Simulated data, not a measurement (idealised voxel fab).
A process module follows: voxel self aligned contacts.
FYI the section here is cut, 295 nm wide, cells are 5 nm squares.
Notation: cross-section as square-cell grid; stated in bands, top first, going down; one or more cell rows per band.
Top, bottom (nm), then materials left to right with widths (nm); lone material tagged "all across" fills the whole band edge to edge; "air" = empty space.
All heights in this document are referenced to 0, defined as the level beneath which the wafer, as received, consists entirely of one material. The lowest band is not bounded below; it extends indefinitely downward and is written in the form "0..down".
When a width is written as two numbers, as in "30->40", the first number is the width in the top row of cells of the band and the second is the width in its bottom row, and the width changes by the same amount from each row to the next.
It should be understood that the words "all unchanged", when stated for a given step, signify that the cross-section underwent no change in any of its cells during that step.
Any empty space of 8 cells or more lacking an open way to the top shows up in "Enclosed void inventory" as width x height at distance, distance from the left edge, in nm.
Whatever follows a step's settings on its line is a remark the simulator itself makes about that step.
You can add "overlay nm" to a step's line. For a step with a mask, it describes how far the mask lay to the right of its planned position, and a negative number describes a lay to the left.
Plan:
step 1: RECEIVE,material Si
step 2: CONFORMAL_DEP,material SiO2,thk nm 5
step 3: DIRECTIONAL_DEP,material polySi,thk nm 25
step 4: DIRECTIONAL_DEP,material SiN,thk nm 20
step 5: PATTERN,tone cover,mask id GATE,material resist,width nm 30,pitch nm 75,thk nm 15,overlay nm 0
step 6: DIRECTIONAL_ETCH,etch materials SiN,depth nm 20
step 7: DIRECTIONAL_ETCH,etch materials polySi,depth nm 25
step 8: STRIP,etch materials resist
step 9: CONFORMAL_DEP,material SiN,thk nm 10
step 10: DIRECTIONAL_ETCH,etch materials SiN,depth nm 10
step 11: FILL_DEP,material SiO2,thk nm 15
step 12: CMP,height nm 55
step 13: MASKED_ETCH,tone open,mask id CONTACT,width nm 55,etch materials SiO2,depth nm 55,overlay nm 0
step 14: CONFORMAL_DEP,material TiN,thk nm 5
step 15: FILL_DEP,material Ru,thk nm 5
step 16: CMP,height nm 55
step 17: CONFORMAL_DEP,material SiN,thk nm 5
Delivered wafer in cross-section: state after step 1:
  0..down | Si all across
  Enclosed void inventory: none
The module was run from the start shown above using the plan shown above, but one mistake was made doing it; the resulting wafer cross-section is below:
  60..55 | SiN all across
  55..50 | SiO2 85 | SiN 50 | TiN 25 | SiN 50 | SiO2 85
  50..30 | SiN all across
  30..5 | polySi all across
  5..0 | SiO2 all across
  0..down | Si all across
  Enclosed void inventory: none
What broke from the plan during processing? regarding the plan, step 4 was run twice
